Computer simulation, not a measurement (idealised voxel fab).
Name of the process module below: voxel plated lines
The figure presents cross-section cut, which has a width of 245 nm and is divided into square cells with an edge length of 5 nm.
In what follows, cross-sections appear as grids of square cells, described through bands that run from the top down, where every band is one or more rows of cells. It is stipulated that each band's entry specify, in nanometres, the height of the top of the band and then that of its bottom, followed by the materials of the band in left-to-right sequence, each together with its width in nanometres. A single material marked by the word "throughout" is understood to fill the band from edge to edge; the word "blank" is understood to denote empty space. Heights are measured from 0, the level below which the as-received wafer is all one material; the lowest band has no bottom and continues downward, written as in "z 0 and below". Width: "30->40" (first number = top row, second number = bottom row, same change from row to row of cells). Given "remained unchanged" for a step, no cell of the cross-section differs between before and after that step. "Trapped void list" - sealed voids, min. 8 cells, no opening to top; format: width x height at distance (distance from left edge; nm throughout). Note: text after step settings on the step line = simulator remark on that step. A step's line can hold "overlay nm"; with a mask on that step, the setting says how far right of the planned place the mask lay, while a negative setting says it lay to the left.
Set out below are the planned steps of the process
step 1: RECEIVE (material Si)
step 2: CONFORMAL_DEP (material SiO2; thk nm 10)
step 3: DIRECTIONAL_DEP (material TiN; thk nm 5)
step 4: PATTERN (tone open; mask id LINES; material resist; width nm 25; pitch nm 55; thk nm 15; overlay nm 0)
step 5: EPI (material Ru; thk nm 10)
step 6: STRIP (etch materials resist)
step 7: DIRECTIONAL_ETCH (etch materials TiN; depth nm 5)
step 8: CONFORMAL_DEP (material SiCN; thk nm 10)
Among the wafers covered here, the point of difference is the thk nm at step 3; their starting state is shared, and the plan presents the value of the first wafer.
Cut through the first of several wafers as received, post step 1
* z 0 and below  Si throughout
* Trapped void list: none
End of module: cross-section of the first of several wafers after step 8, the last step
* z 35 to 25  70 blank; 45 SiCN; 10 blank; 45 SiCN; 75 blank
* z 25 to 20  70 blank; 10 SiCN; 25 Ru; 10 SiCN; 10 blank; 10 SiCN; 25 Ru; 10 SiCN; 75 blank
* z 20 to 15  80 SiCN; 25 Ru; 30 SiCN; 25 Ru; 85 SiCN
* z 15 to 10  80 SiCN; 25 TiN; 30 SiCN; 25 TiN; 85 SiCN
* z 10 to 0  SiO2 throughout
* z 0 and below  Si throughout
* Trapped void list: none
Here we cross-sectioned the last of the wafers once the module was done
* z 50 to 40  70 blank; 45 SiCN; 10 blank; 45 SiCN; 75 blank
* z 40 to 35  70 blank; 10 SiCN; 25 Ru; 10 SiCN; 10 blank; 10 SiCN; 25 Ru; 10 SiCN; 75 blank
* z 35 to 30  80 SiCN; 25 Ru; 30 SiCN; 25 Ru; 85 SiCN
* z 30 to 25  80 SiCN; 25 TiN; 30 SiCN; 25 TiN; 85 SiCN
* z 25 to 10  TiN throughout
* z 10 to 0  SiO2 throughout
* z 0 and below  Si throughout
* Trapped void list: none
Gained (+) or lost (-) cells of each material since receipt, then closed voids: one row per wafer, at the end of the module
thk nm 5; +20 Ru; +122 SiCN; +98 SiO2; +10 TiN; Trapped void list: none
thk nm 10; +20 Ru; +122 SiCN; +98 SiO2; +59 TiN; Trapped void list: none
thk nm 15; +20 Ru; +122 SiCN; +98 SiO2; +108 TiN; Trapped void list: none
thk nm 20; +20 Ru; +122 SiCN; +98 SiO2; +157 TiN; Trapped void list: none
